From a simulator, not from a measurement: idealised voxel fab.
Proc. module: voxel air gaps
The width of the displayed cross-section, cut, is 230 nm; its cells are square, with a size of 5 nm.
Cross-section spec: square-cell grid; bands listed top down; each band is one or more rows.
In this notation a band is specified by the heights of its top and bottom, in that order and in nm, after which its materials appear from left to right, each paired with its width in nm. The word "edge to edge" attached to a single material means that material fills the band from edge to edge; the word "air" stands for empty space.
Where do heights start? At 0: under that level the wafer as delivered is made of one material only. And the lowest band has no floor; it just carries on downward, as in "0 nm and below".
Per-row width for "30..40": begins at first number (top row of band), ends at second number (bottom row), increment between rows held constant.
You'll sometimes find "remained the same" written for a step, and that's the way of saying that nowhere in the cross-section did a cell change during that step.
The entry titled "Enclosed internal cavities" provides the empty spaces that have no open way to the top, restricted to those of 8 cells or more. Each is presented as width x height at distance, the distance being measured from the left edge, with all three in nm.
Anything after a step's settings on that line? It's the simulator's own note about the step.
overlay nm: mask offset rightward from planned place, masked step; negative means leftward offset.
For the reader: what remains of this document is a series of pairs, each showing a cross-section before one process step and a cross-section after that step which reaches down only to the lowest band that changed, with the step between them and its settings set out under the pair. It should not be assumed that a pair continues from the pair above it; the pairs can come from different runs of this module on the same starting wafer, and such continuity exists only where the entry headed "Pre-process state" says so.

-- Pre-process state
* 75 nm to 55 nm  air 35 nm | resist 20 nm | air 25 nm | resist 20 nm | air 25 nm | resist 20 nm | air 25 nm | resist 20 nm | air 40 nm
* 55 nm to 15 nm  lowk edge to edge
* 15 nm to 10 nm  SiN edge to edge
* 10 nm to 0 nm  SiO2 edge to edge
* 0 nm and below  Si edge to edge
* Enclosed internal cavities: none

-- Step Result
* 75 nm to 55 nm  air 35 nm | resist 20 nm | air 25 nm | resist 20 nm | air 25 nm | resist 20 nm | air 25 nm | resist 20 nm | air 40 nm
* 55 nm to 15 nm  air 35 nm | lowk 20 nm | air 25 nm | lowk 20 nm | air 25 nm | lowk 20 nm | air 25 nm | lowk 20 nm | air 40 nm
* No changes below 15.
* Enclosed internal cavities: none
Quick note on the step between the two cross-sections above: DIRECTIONAL_ETCH | etch materials lowk | depth nm 40

Pre-process state: no separate figure, the pair right above already shows it after its step.

-- Step Result
* 55 nm to 15 nm  air 35 nm | lowk 20 nm | air 25 nm | lowk 20 nm | air 25 nm | lowk 20 nm | air 25 nm | lowk 20 nm | air 40 nm
* No changes below 15.
* Enclosed internal cavities: none
Quick note on the step between the two cross-sections above: STRIP | etch materials resist

Pre-process state: no separate figure, the pair right above already shows it after its step.

-- Step Result
* 60 nm to 55 nm  air 30 nm | TiN 30 nm | air 15 nm | TiN 30 nm | air 15 nm | TiN 30 nm | air 15 nm | TiN 30 nm | air 35 nm
* 55 nm to 20 nm  air 30 nm | TiN 5 nm | lowk 20 nm | TiN 5 nm | air 15 nm | TiN 5 nm | lowk 20 nm | TiN 5 nm | air 15 nm | TiN 5 nm | lowk 20 nm | TiN 5 nm | air 15 nm | TiN 5 nm | lowk 20 nm | TiN 5 nm | air 35 nm
* 20 nm to 15 nm  TiN 35 nm | lowk 20 nm | TiN 25 nm | lowk 20 nm | TiN 25 nm | lowk 20 nm | TiN 25 nm | lowk 20 nm | TiN 40 nm
* No changes below 15.
* Enclosed internal cavities: none
Quick note on the step between the two cross-sections above: CONFORMAL_DEP | material TiN | thk nm 5

Pre-process state: no separate figure, the pair right above already shows it after its step.

-- Step Result
* 65 nm to 60 nm  Ru edge to edge
* 60 nm to 55 nm  Ru 30 nm | TiN 30 nm | Ru 15 nm | TiN 30 nm | Ru 15 nm | TiN 30 nm | Ru 15 nm | TiN 30 nm | Ru 35 nm
* 55 nm to 20 nm  Ru 30 nm | TiN 5 nm | lowk 20 nm | TiN 5 nm | Ru 15 nm | TiN 5 nm | lowk 20 nm | TiN 5 nm | Ru 15 nm | TiN 5 nm | lowk 20 nm | TiN 5 nm | Ru 15 nm | TiN 5 nm | lowk 20 nm | TiN 5 nm | Ru 35 nm
* No changes below 20.
* Enclosed internal cavities: none
Quick note on the step between the two cross-sections above: FILL_DEP | material Ru | thk nm 5

Pre-process state: no separate figure, the pair right above already shows it after its step.

-- Step Result
* 55 nm to 20 nm  Ru 30 nm | TiN 5 nm | lowk 20 nm | TiN 5 nm | Ru 15 nm | TiN 5 nm | lowk 20 nm | TiN 5 nm | Ru 15 nm | TiN 5 nm | lowk 20 nm | TiN 5 nm | Ru 15 nm | TiN 5 nm | lowk 20 nm | TiN 5 nm | Ru 35 nm
* No changes below 20.
* Enclosed internal cavities: none
Quick note on the step between the two cross-sections above: CMP | height nm 55

Pre-process state: no separate figure, the pair right above already shows it after its step.

-- Step Result
* 65 nm to 55 nm  Ru edge to edge
* No changes below 55.
* Enclosed internal cavities: none
Quick note on the step between the two cross-sections above: EPI | material Ru | thk nm 10

Pre-process state: no separate figure, the pair right above already shows it after its step.

-- Step Result
* 70 nm to 65 nm  SiCN edge to edge
* No changes below 65.
* Enclosed internal cavities: none
Quick note on the step between the two cross-sections above: CONFORMAL_DEP | material SiCN | thk nm 5
